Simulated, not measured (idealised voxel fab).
process module | voxel transistor to metal
cross-section cut | 185 nm wide | cells 5 nm
A cross-section is a grid of square cells, given in bands from the top down. A band is one or more rows of cells.
Each band's line starts with the height of the band's top and of its bottom, in nm. Then come its materials from left to right, each with its width in nm. One material with "throughout" fills the band from edge to edge. "air" is empty space.
Height 0 is the level under which the wafer as received is all one material. The lowest band goes on downwards, as in "0 down".
A width such as "30 to 40" changes by the same amount from each row of cells to the next, from the band's top row to its bottom row.
"no change" after a step means that no cell of the cross-section changed.
closed voids: empty space of 8 cells or more with no open way to the top, each as width x height at its distance from the left edge, in nm
after a step's settings: what the simulator itself notes on the step
overlay nm, on a step with a mask: how far to the right of its planned place the mask lay; to the left if negative
plan
1 op RECEIVE | material Si
2 op OXIDIZE | depth nm 5
3 op CONFORMAL_DEP | material SiN | thk nm 10
4 op DIRECTIONAL_DEP | material aC | thk nm 10
5 op PATTERN | tone cover | mask id ACTIVE | material resist | width nm 95 | thk nm 30 | overlay nm 0
6 op DIRECTIONAL_ETCH | etch materials aC | depth nm 10
7 op STRIP | etch materials resist
8 op DIRECTIONAL_ETCH | etch materials SiN | depth nm 10
9 op DIRECTIONAL_ETCH | etch materials SiO2 | depth nm 5
10 op DIRECTIONAL_ETCH | etch materials Si | depth nm 25
11 op STRIP | etch materials aC
12 op FILL_DEP | material SiO2 | thk nm 10
13 op CMP | height nm 10
14 op SELECTIVE_ETCH | etch materials SiO2 | depth nm 5
15 op STRIP | etch materials SiN
16 op SELECTIVE_ETCH | etch materials SiO2 | depth nm 5
17 op OXIDIZE | depth nm 5
18 op DIRECTIONAL_DEP | material polySi | thk nm 20
19 op DIRECTIONAL_DEP | material SiCN | thk nm 15
20 op DIRECTIONAL_DEP | material aC | thk nm 10
21 op PATTERN | tone cover | mask id GATE | material resist | width nm 25 | thk nm 30 | overlay nm 0
22 op DIRECTIONAL_ETCH | etch materials aC | depth nm 10
23 op STRIP | etch materials resist
24 op DIRECTIONAL_ETCH | etch materials SiCN | depth nm 25
25 op DIRECTIONAL_ETCH | etch materials polySi | depth nm 30
26 op STRIP | etch materials aC
27 op CONFORMAL_DEP | material SiN | thk nm 10
28 op DIRECTIONAL_ETCH | etch materials SiN | depth nm 10
29 op DIRECTIONAL_ETCH | etch materials SiO2 | depth nm 5
30 op EPI | material nSi | thk nm 5
31 op FILL_DEP | material SiO2 | thk nm 5
32 op CMP | height nm 15
33 op STRIP | etch materials polySi
34 op SELECTIVE_ETCH | etch materials SiO2 | depth nm 5
35 op CONFORMAL_DEP | material HfO2 | thk nm 5
36 op CONFORMAL_DEP | material TiN | thk nm 5
37 op FILL_DEP | material W | thk nm 10
38 op CMP | height nm 10
39 op DIRECTIONAL_DEP | material SiO2 | thk nm 15
40 op DIRECTIONAL_DEP | material aC | thk nm 10
41 op PATTERN | tone open | mask id CONTACT | material resist | width nm 15 | pitch nm 70 | thk nm 30 | overlay nm 0
42 op DIRECTIONAL_ETCH | etch materials aC | depth nm 10
43 op STRIP | etch materials resist
44 op DIRECTIONAL_ETCH | etch materials SiO2 | depth nm 30
45 op STRIP | etch materials aC
46 op CONFORMAL_DEP | material TiN | thk nm 5
47 op FILL_DEP | material W | thk nm 5
48 op CMP | height nm 25
49 op DIRECTIONAL_DEP | material TiN | thk nm 5
50 op DIRECTIONAL_DEP | material W | thk nm 15
51 op DIRECTIONAL_DEP | material aC | thk nm 15
52 op PATTERN | tone cover | mask id METAL_1 | material resist | width nm 15 | pitch nm 70 | thk nm 35 | overlay nm 0
53 op DIRECTIONAL_ETCH | etch materials aC | depth nm 15
54 op STRIP | etch materials resist
55 op DIRECTIONAL_ETCH | etch materials W | depth nm 15
56 op DIRECTIONAL_ETCH | etch materials TiN | depth nm 5
57 op STRIP | etch materials aC
58 op FILL_DEP | material lowk | thk nm 10
59 op CMP | height nm 45
60 op CONFORMAL_DEP | material SiCN | thk nm 5
61 op DIRECTIONAL_DEP | material SiO2 | thk nm 35
62 op PATTERN | tone open | mask id METAL_2 | material resist | width nm 15 | pitch nm 70 | thk nm 20 | overlay nm 0
63 op DIRECTIONAL_ETCH | etch materials SiO2 | depth nm 20
64 op STRIP | etch materials resist
65 op MASKED_ETCH | tone open | mask id METAL_2_HOLES | width nm 15 | pitch nm 70 | etch materials SiO2 | depth nm 15 | overlay nm 0
66 op MASKED_ETCH | tone open | mask id METAL_2_HOLES | width nm 15 | pitch nm 70 | etch materials SiCN | depth nm 5 | overlay nm 0
67 op CONFORMAL_DEP | material TiN | thk nm 5
68 op FILL_DEP | material Cu | thk nm 10
69 op CMP | height nm 85
70 op CONFORMAL_DEP | material SiCN | thk nm 5
as received, after step 1
  0 down: Si throughout
  closed voids: none
a wafer at the end: this start, this plan, one mistake
  90 to 85: SiCN throughout
  85 to 50: SiO2 50 | TiN 5 | Cu 5 | TiN 5 | SiO2 55 | TiN 5 | Cu 5 | TiN 5 | SiO2 50
  50 to 45: SiCN 50 | TiN 15 | SiCN 55 | TiN 15 | SiCN 50
  45 to 30: lowk 50 | W 15 | lowk 55 | W 15 | lowk 50
  30 to 25: lowk 50 | TiN 15 | lowk 55 | TiN 15 | lowk 50
  25 to 15: SiO2 50 | TiN 5 | W 5 | TiN 5 | SiO2 55 | TiN 5 | W 5 | TiN 5 | SiO2 50
  15 to 10: SiO2 50 | TiN 15 | SiO2 55 | TiN 15 | SiO2 50
  10 to 0: SiO2 70 | SiN 10 | HfO2 5 | TiN 5 | W 5 | TiN 5 | HfO2 5 | SiN 10 | SiO2 70
  0 to -5: SiO2 40 | SiN 10 | SiO2 20 | SiN 10 | HfO2 5 | TiN 15 | HfO2 5 | SiN 10 | SiO2 20 | SiN 10 | SiO2 40
  -5 to -10: SiO2 50 | nSi 20 | SiO2 5 | HfO2 35 | SiO2 5 | nSi 20 | SiO2 50
  -10 to -30: SiO2 45 | Si 95 | SiO2 45
  -30 down: Si throughout
  closed voids: none
what went wrong: step 39 was run twice
